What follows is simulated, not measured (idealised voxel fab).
process module | voxel transistor to metal
cross-section cut | 160 nm wide | cells 5 nm
A cross-section is a grid of square cells, given in bands from the top down. A band is one or more rows of cells.
Each band's line starts with the height of the band's top and of its bottom, in nm. Then come its materials from left to right, each with its width in nm. One material with "throughout" fills the band from edge to edge. "air" is empty space.
Height 0 is the level under which the wafer as received is all one material. The lowest band goes on downwards, as in "0 down".
A width such as "30 to 40" changes by the same amount from each row of cells to the next, from the band's top row to its bottom row.
"no change" after a step means that no cell of the cross-section changed.
closed voids: empty space of 8 cells or more with no open way to the top, each as width x height at its distance from the left edge, in nm
after a step's settings: what the simulator itself notes on the step
overlay nm, on a step with a mask: how far to the right of its planned place the mask lay; to the left if negative
plan
1 op RECEIVE | material Si
2 op CONFORMAL_DEP | material SiO2 | thk nm 5
3 op CONFORMAL_DEP | material SiN | thk nm 10
4 op PATTERN | tone cover | mask id ACTIVE | material resist | width nm 125 | thk nm 20 | overlay nm 0
5 op DIRECTIONAL_ETCH | etch materials SiN | depth nm 10
6 op DIRECTIONAL_ETCH | etch materials SiO2 | depth nm 5
7 op DIRECTIONAL_ETCH | etch materials Si | depth nm 35
8 op STRIP | etch materials resist
9 op FILL_DEP | material SiO2 | thk nm 15
10 op CMP | height nm 15
11 op SELECTIVE_ETCH | etch materials SiO2 | depth nm 5
12 op STRIP | etch materials SiN
13 op SELECTIVE_ETCH | etch materials SiO2 | depth nm 5
14 op OXIDIZE | depth nm 5
15 op DIRECTIONAL_DEP | material polySi | thk nm 20
16 op DIRECTIONAL_DEP | material SiCN | thk nm 10
17 op PATTERN | tone cover | mask id GATE | material resist | width nm 35 | thk nm 15 | overlay nm 0
18 op DIRECTIONAL_ETCH | etch materials SiCN | depth nm 20
19 op DIRECTIONAL_ETCH | etch materials polySi | depth nm 30
20 op STRIP | etch materials resist
21 op CONFORMAL_DEP | material SiO2 | thk nm 5
22 op DIRECTIONAL_ETCH | etch materials SiO2 | depth nm 5
23 op CONFORMAL_DEP | material SiN | thk nm 5
24 op DIRECTIONAL_ETCH | etch materials SiN | depth nm 5
25 op DIRECTIONAL_ETCH | etch materials SiO2 | depth nm 5
26 op DIRECTIONAL_ETCH | etch materials Si | depth nm 5
27 op EPI | material SiGe | thk nm 5
28 op FILL_DEP | material SiO2 | thk nm 5
29 op CMP | height nm 20
30 op STRIP | etch materials polySi
31 op SELECTIVE_ETCH | etch materials SiO2 | depth nm 5
32 op CONFORMAL_DEP | material HfO2 | thk nm 5
33 op CONFORMAL_DEP | material TiN | thk nm 5
34 op FILL_DEP | material W | thk nm 5
35 op CMP | height nm 15
36 op DIRECTIONAL_DEP | material SiO2 | thk nm 15
37 op MASKED_ETCH | tone open | mask id CONTACT | width nm 20 | pitch nm 85 | etch materials SiO2 | depth nm 35 | overlay nm 0
38 op CONFORMAL_DEP | material TiN | thk nm 5
39 op FILL_DEP | material Ru | thk nm 5
40 op CMP | height nm 30
41 op CONFORMAL_DEP | material SiN | thk nm 5
42 op DIRECTIONAL_DEP | material lowk | thk nm 20
43 op PATTERN | tone open | mask id METAL_1 | material resist | width nm 20 | pitch nm 85 | thk nm 20 | overlay nm 0
44 op DIRECTIONAL_ETCH | etch materials lowk | depth nm 20
45 op DIRECTIONAL_ETCH | etch materials SiN | depth nm 5
46 op STRIP | etch materials resist
47 op CONFORMAL_DEP | material TiN | thk nm 5
48 op FILL_DEP | material Ru | thk nm 5
49 op CMP | height nm 55
50 op CONFORMAL_DEP | material SiCN | thk nm 5
51 op DIRECTIONAL_DEP | material SiO2 | thk nm 30
52 op PATTERN | tone open | mask id METAL_2_HOLES | material resist | width nm 15 | pitch nm 85 | thk nm 20 | overlay nm 0
53 op DIRECTIONAL_ETCH | etch materials SiO2 | depth nm 30
54 op STRIP | etch materials resist
55 op PATTERN | tone open | mask id METAL_2 | material resist | width nm 15 | pitch nm 85 | thk nm 15 | overlay nm 0
56 op DIRECTIONAL_ETCH | etch materials SiO2 | depth nm 15
57 op DIRECTIONAL_ETCH | etch materials SiCN | depth nm 5
58 op STRIP | etch materials resist
59 op CONFORMAL_DEP | material TiN | thk nm 5
60 op FILL_DEP | material Cu | thk nm 10
61 op CMP | height nm 90
62 op CONFORMAL_DEP | material SiN | thk nm 5
varied across the wafers: width nm of step 55. The plan shows the first wafer's value. All wafers start alike
first wafer as received, after step 1
  0 down: Si throughout
  closed voids: none
first wafer at the end, after step 62
  95 to 90: SiN throughout
  90 to 80: SiO2 25 | TiN 5 | Cu 10 | TiN 5 | SiO2 65 | TiN 5 | Cu 10 | TiN 5 | SiO2 30
  80 to 75: SiO2 25 | TiN 5 | Cu 5 | TiN 10 | SiO2 65 | TiN 5 | Cu 5 | TiN 10 | SiO2 30
  75 to 65: SiO2 25 | TiN 5 | Cu 5 | TiN 5 | SiO2 70 | TiN 5 | Cu 5 | TiN 5 | SiO2 35
  65 to 60: SiO2 25 | TiN 15 | SiO2 70 | TiN 15 | SiO2 35
  60 to 55: SiCN 30 | TiN 10 | SiCN 75 | TiN 10 | SiCN 35
  55 to 35: lowk 25 | TiN 5 | Ru 10 | TiN 5 | lowk 65 | TiN 5 | Ru 10 | TiN 5 | lowk 30
  35 to 30: SiN 25 | TiN 20 | SiN 65 | TiN 20 | SiN 30
  30 to 15: SiO2 25 | TiN 5 | Ru 10 | TiN 5 | SiO2 65 | TiN 5 | Ru 10 | TiN 5 | SiO2 30
  15 to 5: SiO2 25 | TiN 5 | Ru 10 | TiN 5 | SiO2 5 | SiN 5 | HfO2 5 | TiN 5 | W 25 | TiN 5 | HfO2 5 | SiN 5 | SiO2 5 | TiN 5 | Ru 10 | TiN 5 | SiO2 30
  5 to 0: SiO2 15 | SiN 5 | SiO2 5 | TiN 5 | Ru 10 | TiN 5 | SiO2 5 | SiN 5 | HfO2 5 | TiN 35 | HfO2 5 | SiN 5 | SiO2 5 | TiN 5 | Ru 10 | TiN 5 | SiO2 5 | SiN 5 | SiO2 20
  0 to -5: SiO2 20 | SiGe 5 | TiN 20 | SiGe 5 | SiO2 5 | HfO2 45 | SiO2 5 | SiGe 5 | TiN 20 | SiGe 5 | SiO2 25
  -5 to -10: SiO2 15 | Si 5 | SiGe 30 | Si 55 | SiGe 30 | Si 5 | SiO2 20
  -10 to -35: SiO2 15 | Si 125 | SiO2 20
  -35 down: Si throughout
  closed voids: none
last wafer at the end
  95 to 90: SiN throughout
  90 to 80: SiO2 20 | TiN 5 | Cu 25 | TiN 5 | SiO2 50 | TiN 5 | Cu 25 | TiN 5 | SiO2 20
  80 to 75: SiO2 20 | TiN 10 | Cu 5 | TiN 20 | SiO2 50 | TiN 10 | Cu 5 | TiN 20 | SiO2 20
  75 to 60: SiO2 25 | TiN 5 | Cu 5 | TiN 5 | SiO2 70 | TiN 5 | Cu 5 | TiN 5 | SiO2 35
  60 to 55: SiCN 25 | TiN 15 | SiCN 70 | TiN 15 | SiCN 35
  55 to 35: lowk 25 | TiN 5 | Ru 10 | TiN 5 | lowk 65 | TiN 5 | Ru 10 | TiN 5 | lowk 30
  35 to 30: SiN 25 | TiN 20 | SiN 65 | TiN 20 | SiN 30
  30 to 15: SiO2 25 | TiN 5 | Ru 10 | TiN 5 | SiO2 65 | TiN 5 | Ru 10 | TiN 5 | SiO2 30
  15 to 5: SiO2 25 | TiN 5 | Ru 10 | TiN 5 | SiO2 5 | SiN 5 | HfO2 5 | TiN 5 | W 25 | TiN 5 | HfO2 5 | SiN 5 | SiO2 5 | TiN 5 | Ru 10 | TiN 5 | SiO2 30
  5 to 0: SiO2 15 | SiN 5 | SiO2 5 | TiN 5 | Ru 10 | TiN 5 | SiO2 5 | SiN 5 | HfO2 5 | TiN 35 | HfO2 5 | SiN 5 | SiO2 5 | TiN 5 | Ru 10 | TiN 5 | SiO2 5 | SiN 5 | SiO2 20
  0 to -5: SiO2 20 | SiGe 5 | TiN 20 | SiGe 5 | SiO2 5 | HfO2 45 | SiO2 5 | SiGe 5 | TiN 20 | SiGe 5 | SiO2 25
  -5 to -10: SiO2 15 | Si 5 | SiGe 30 | Si 55 | SiGe 30 | Si 5 | SiO2 20
  -10 to -35: SiO2 15 | Si 125 | SiO2 20
  -35 down: Si throughout
  closed voids: none
each wafer at the end: cells of each material gained (+) or lost (-) since it was received, then its closed voids
width nm 15 | +14 Cu | +15 HfO2 | +40 Ru | -86 Si | +28 SiCN | +16 SiGe | +64 SiN | +312 SiO2 | +99 TiN | +10 W | +96 lowk | closed voids: none
width nm 20 | +16 Cu | +15 HfO2 | +40 Ru | -86 Si | +26 SiCN | +16 SiGe | +64 SiN | +312 SiO2 | +99 TiN | +10 W | +96 lowk | closed voids: none
width nm 25 | +20 Cu | +15 HfO2 | +40 Ru | -86 Si | +26 SiCN | +16 SiGe | +64 SiN | +306 SiO2 | +101 TiN | +10 W | +96 lowk | closed voids: none
width nm 30 | +24 Cu | +15 HfO2 | +40 Ru | -86 Si | +26 SiCN | +16 SiGe | +64 SiN | +300 SiO2 | +103 TiN | +10 W | +96 lowk | closed voids: none
width nm 35 | +28 Cu | +15 HfO2 | +40 Ru | -86 Si | +26 SiCN | +16 SiGe | +64 SiN | +294 SiO2 | +105 TiN | +10 W | +96 lowk | closed voids: none
